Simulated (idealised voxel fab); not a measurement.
The following is a process module called voxel gate over fins.
The cross-section shown here is cut; it is 300 nm wide and divided into square cells measuring 5 nm on a side.
How to read a cross-section here: the picture is a grid of square cells, written as bands going from the top down, and any band can span one or more rows of cells.
Band entry format. Leading values: height of top, height of bottom, nm. Remainder: materials in left-to-right order, each with its width in nm. Special words: "all across" on a single material, which then fills the band edge to edge; "blank", empty space.
Heights are expressed relative to 0, this being the level below which the as-received wafer comprises one material exclusively. The lowest band is unbounded in the downward direction and is denoted as in "0 -> down".
The expression "30->40" gives the width at the extremes of the band, the first number at its top row of cells and the second at its bottom row, with the width changing by equal amounts from each row to the next in between.
When a step is marked "remained the same", none of the cells in the cross-section changed during that step.
Closed internal cavities: empty space of 8 cells or more with no open way to the top, each as width x height at its distance from the left edge, in nm
On a step's line, text after the settings is the simulator commenting on that step.
When a step includes a mask, the "overlay nm" setting on its line states how far to the right of its planned place that mask lay, and negative values state how far to the left.
-- Set out below are the planned steps of the process
1: RECEIVE (material Si)
2: CONFORMAL_DEP (material SiN; thk nm 10)
3: PATTERN (tone cover; mask id FINS; material resist; width nm 15; pitch nm 40; thk nm 15; overlay nm 0)
4: DIRECTIONAL_ETCH (etch materials SiN; depth nm 10)
5: DIRECTIONAL_ETCH (etch materials Si; depth nm 35)
6: STRIP (etch materials resist)
7: FILL_DEP (material SiO2; thk nm 15)
8: CMP (height nm 10)
9: SELECTIVE_ETCH (etch materials SiO2; depth nm 25)
10: STRIP (etch materials SiN)
11: CONFORMAL_DEP (material HfO2; thk nm 5)
12: CONFORMAL_DEP (material TiN; thk nm 5)
13: FILL_DEP (material W; thk nm 15)
14: CMP (height nm 20)
15: CONFORMAL_DEP (material SiN; thk nm 5)
-- Cross-section of the incoming wafer, state after step 1
> 0 -> down: Si all across
> Closed internal cavities: none
-- Cross-sectional result after module completion. Note: starting condition and plan are unchanged from above; one processing mistake was made
> 25 -> 20: SiN all across
> 20 -> 10: W all across
> 10 -> 5: TiN all across
> 5 -> 0: HfO2 all across
> 0 -> -35: SiO2 120 nm | Si 15 nm | SiO2 25 nm | Si 15 nm | SiO2 125 nm
> -35 -> down: Si all across
> Closed internal cavities: none
What was the processing mistake? step 8 from the plan never happened, it was just skipped
